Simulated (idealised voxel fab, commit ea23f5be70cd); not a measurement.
You're looking at the process module voxel trench capacitor.
For reference, the cross-section in this document is cut, with width 190 nm and square cells of 5 nm.
Throughout this document, each cross-section is represented as a grid of square cells and is presented as a sequence of bands enumerated from the top downward, where a band comprises one or more rows of cells.
Top, bottom (nm), then materials left to right with widths (nm); lone material tagged "everywhere" fills the whole band edge to edge; "blank" = empty space.
Heights from 0 (as-received wafer is one material below). Bottom band endless downward, as "0 nm and below".
With a width like "30..40", each row of cells in the band differs from the next by the same amount, the top row carrying the first number and the bottom row the second.
A step reported as "changes: none" is a step in which no cell of the cross-section changed.
The entry "Sealed void listing" lists the empty spaces that cover at least 8 cells and have no open path to the top. Each is written as width x height at distance, where the distance is measured from the left edge and all three values are in nm.
Post-settings text on a step line: simulator's own remark regarding the step.
overlay nm: right-of-plan distance of the mask on a masked step; negative values mean left-of-plan.

## Process steps - plan
- 1: RECEIVE | material Si
- 2: CONFORMAL_DEP | material SiN | thk nm 5
- 3: DIRECTIONAL_DEP | material aC | thk nm 15
- 4: PATTERN | tone open | mask id TRENCH | material resist | width nm 25 | pitch nm 40 | thk nm 35 | overlay nm 0
- 5: DIRECTIONAL_ETCH | etch materials aC | depth nm 15
- 6: STRIP | etch materials resist
- 7: DIRECTIONAL_ETCH | etch materials SiN | depth nm 5
- 8: DIRECTIONAL_ETCH | etch materials Si | depth nm 30
- 9: STRIP | etch materials aC
- 10: CONFORMAL_DEP | material HfO2 | thk nm 5
- 11: CONFORMAL_DEP | material TiN | thk nm 5
- 12: FILL_DEP | material W | thk nm 10
- 13: CMP | height nm 5

## On the first of the two wafers: run conducted according to plan

## Wafer as received: cross-section following step 1
* 0 nm and below = Si everywhere
* Sealed void listing: none

## after step 2
* 5 nm to 0 nm = SiN everywhere
* Rest of section, below 0: as before.

## after step 3
* 20 nm to 5 nm = aC everywhere
* Rest of section, below 5: as before.

## after step 4
* 55 nm to 20 nm = 60 nm resist  25 nm blank  15 nm resist  25 nm blank  65 nm resist
* Rest of section, below 20: as before.

## after step 5
* 40 nm to 20 nm = 60 nm resist  25 nm blank  15 nm resist  25 nm blank  65 nm resist
* 20 nm to 5 nm = 60 nm aC  25 nm blank  15 nm aC  25 nm blank  65 nm aC
* Rest of section, below 5: as before.

## after step 6
* 20 nm to 5 nm = 60 nm aC  25 nm blank  15 nm aC  25 nm blank  65 nm aC
* Rest of section, below 5: as before.

## after step 7
* 20 nm to 5 nm = 60 nm aC  25 nm blank  15 nm aC  25 nm blank  65 nm aC
* 5 nm to 0 nm = 60 nm SiN  25 nm blank  15 nm SiN  25 nm blank  65 nm SiN
* Rest of section, below 0: as before.

## after step 8
* 20 nm to 5 nm = 60 nm aC  25 nm blank  15 nm aC  25 nm blank  65 nm aC
* 5 nm to 0 nm = 60 nm SiN  25 nm blank  15 nm SiN  25 nm blank  65 nm SiN
* 0 nm to -30 nm = 60 nm Si  25 nm blank  15 nm Si  25 nm blank  65 nm Si
* Rest of section, below -30: as before.

## after step 9
* 5 nm to 0 nm = 60 nm SiN  25 nm blank  15 nm SiN  25 nm blank  65 nm SiN
* Rest of section, below 0: as before.

## after step 10
* 10 nm to 5 nm = 65 nm HfO2  15 nm blank  25 nm HfO2  15 nm blank  70 nm HfO2
* 5 nm to 0 nm = 60 nm SiN  5 nm HfO2  15 nm blank  5 nm HfO2  15 nm SiN  5 nm HfO2  15 nm blank  5 nm HfO2  65 nm SiN
* 0 nm to -25 nm = 60 nm Si  5 nm HfO2  15 nm blank  5 nm HfO2  15 nm Si  5 nm HfO2  15 nm blank  5 nm HfO2  65 nm Si
* -25 nm to -30 nm = 60 nm Si  25 nm HfO2  15 nm Si  25 nm HfO2  65 nm Si
* Rest of section, below -30: as before.

## after step 11
* 15 nm to 10 nm = 70 nm TiN  5 nm blank  35 nm TiN  5 nm blank  75 nm TiN
* 10 nm to 5 nm = 65 nm HfO2  5 nm TiN  5 nm blank  5 nm TiN  25 nm HfO2  5 nm TiN  5 nm blank  5 nm TiN  70 nm HfO2
* 5 nm to 0 nm = 60 nm SiN  5 nm HfO2  5 nm TiN  5 nm blank  5 nm TiN  5 nm HfO2  15 nm SiN  5 nm HfO2  5 nm TiN  5 nm blank  5 nm TiN  5 nm HfO2  65 nm SiN
* 0 nm to -20 nm = 60 nm Si  5 nm HfO2  5 nm TiN  5 nm blank  5 nm TiN  5 nm HfO2  15 nm Si  5 nm HfO2  5 nm TiN  5 nm blank  5 nm TiN  5 nm HfO2  65 nm Si
* -20 nm to -25 nm = 60 nm Si  5 nm HfO2  15 nm TiN  5 nm HfO2  15 nm Si  5 nm HfO2  15 nm TiN  5 nm HfO2  65 nm Si
* Rest of section, below -25: as before.

## after step 12
* 25 nm to 15 nm = W everywhere
* 15 nm to 10 nm = 70 nm TiN  5 nm W  35 nm TiN  5 nm W  75 nm TiN
* 10 nm to 5 nm = 65 nm HfO2  5 nm TiN  5 nm W  5 nm TiN  25 nm HfO2  5 nm TiN  5 nm W  5 nm TiN  70 nm HfO2
* 5 nm to 0 nm = 60 nm SiN  5 nm HfO2  5 nm TiN  5 nm W  5 nm TiN  5 nm HfO2  15 nm SiN  5 nm HfO2  5 nm TiN  5 nm W  5 nm TiN  5 nm HfO2  65 nm SiN
* 0 nm to -20 nm = 60 nm Si  5 nm HfO2  5 nm TiN  5 nm W  5 nm TiN  5 nm HfO2  15 nm Si  5 nm HfO2  5 nm TiN  5 nm W  5 nm TiN  5 nm HfO2  65 nm Si
* Rest of section, below -20: as before.

## after step 13
* 5 nm to 0 nm = 60 nm SiN  5 nm HfO2  5 nm TiN  5 nm W  5 nm TiN  5 nm HfO2  15 nm SiN  5 nm HfO2  5 nm TiN  5 nm W  5 nm TiN  5 nm HfO2  65 nm SiN
* Rest of section, below 0: as before.

## Wafer two of two - same starting point, same process plan, one mistake in execution; matches wafer one up to and including step 9

## What the second wafer looks like in cross-section when step 10 should have wrapped up
* 10 nm to 5 nm = 65 nm TiN  15 nm blank  25 nm TiN  15 nm blank  70 nm TiN
* 5 nm to 0 nm = 60 nm SiN  5 nm TiN  15 nm blank  5 nm TiN  15 nm SiN  5 nm TiN  15 nm blank  5 nm TiN  65 nm SiN
* 0 nm to -25 nm = 60 nm Si  5 nm TiN  15 nm blank  5 nm TiN  15 nm Si  5 nm TiN  15 nm blank  5 nm TiN  65 nm Si
* -25 nm to -30 nm = 60 nm Si  25 nm TiN  15 nm Si  25 nm TiN  65 nm Si
* Rest of section, below -30: as before.

## What the second wafer looks like in cross-section when step 11 should have wrapped up
* 15 nm to 10 nm = 70 nm HfO2  5 nm blank  35 nm HfO2  5 nm blank  75 nm HfO2
* 10 nm to 5 nm = 65 nm TiN  5 nm HfO2  5 nm blank  5 nm HfO2  25 nm TiN  5 nm HfO2  5 nm blank  5 nm HfO2  70 nm TiN
* 5 nm to 0 nm = 60 nm SiN  5 nm TiN  5 nm HfO2  5 nm blank  5 nm HfO2  5 nm TiN  15 nm SiN  5 nm TiN  5 nm HfO2  5 nm blank  5 nm HfO2  5 nm TiN  65 nm SiN
* 0 nm to -20 nm = 60 nm Si  5 nm TiN  5 nm HfO2  5 nm blank  5 nm HfO2  5 nm TiN  15 nm Si  5 nm TiN  5 nm HfO2  5 nm blank  5 nm HfO2  5 nm TiN  65 nm Si
* -20 nm to -25 nm = 60 nm Si  5 nm TiN  15 nm HfO2  5 nm TiN  15 nm Si  5 nm TiN  15 nm HfO2  5 nm TiN  65 nm Si
* Rest of section, below -25: as before.

## What the second wafer looks like in cross-section when step 12 should have wrapped up
* 25 nm to 15 nm = W everywhere
* 15 nm to 10 nm = 70 nm HfO2  5 nm W  35 nm HfO2  5 nm W  75 nm HfO2
* 10 nm to 5 nm = 65 nm TiN  5 nm HfO2  5 nm W  5 nm HfO2  25 nm TiN  5 nm HfO2  5 nm W  5 nm HfO2  70 nm TiN
* 5 nm to 0 nm = 60 nm SiN  5 nm TiN  5 nm HfO2  5 nm W  5 nm HfO2  5 nm TiN  15 nm SiN  5 nm TiN  5 nm HfO2  5 nm W  5 nm HfO2  5 nm TiN  65 nm SiN
* 0 nm to -20 nm = 60 nm Si  5 nm TiN  5 nm HfO2  5 nm W  5 nm HfO2  5 nm TiN  15 nm Si  5 nm TiN  5 nm HfO2  5 nm W  5 nm HfO2  5 nm TiN  65 nm Si
* Rest of section, below -20: as before.

## What the second wafer looks like in cross-section when step 13 should have wrapped up
* 5 nm to 0 nm = 60 nm SiN  5 nm TiN  5 nm HfO2  5 nm W  5 nm HfO2  5 nm TiN  15 nm SiN  5 nm TiN  5 nm HfO2  5 nm W  5 nm HfO2  5 nm TiN  65 nm SiN
* Rest of section, below 0: as before.
Which mistake was made when the wafer was run? steps 10 and 11 traded places in the executed sequence
Bottom line after processing is that, in cells, the second wafer is up or down on some materials versus the first: 8 fewer of HfO2 | 8 more of TiN
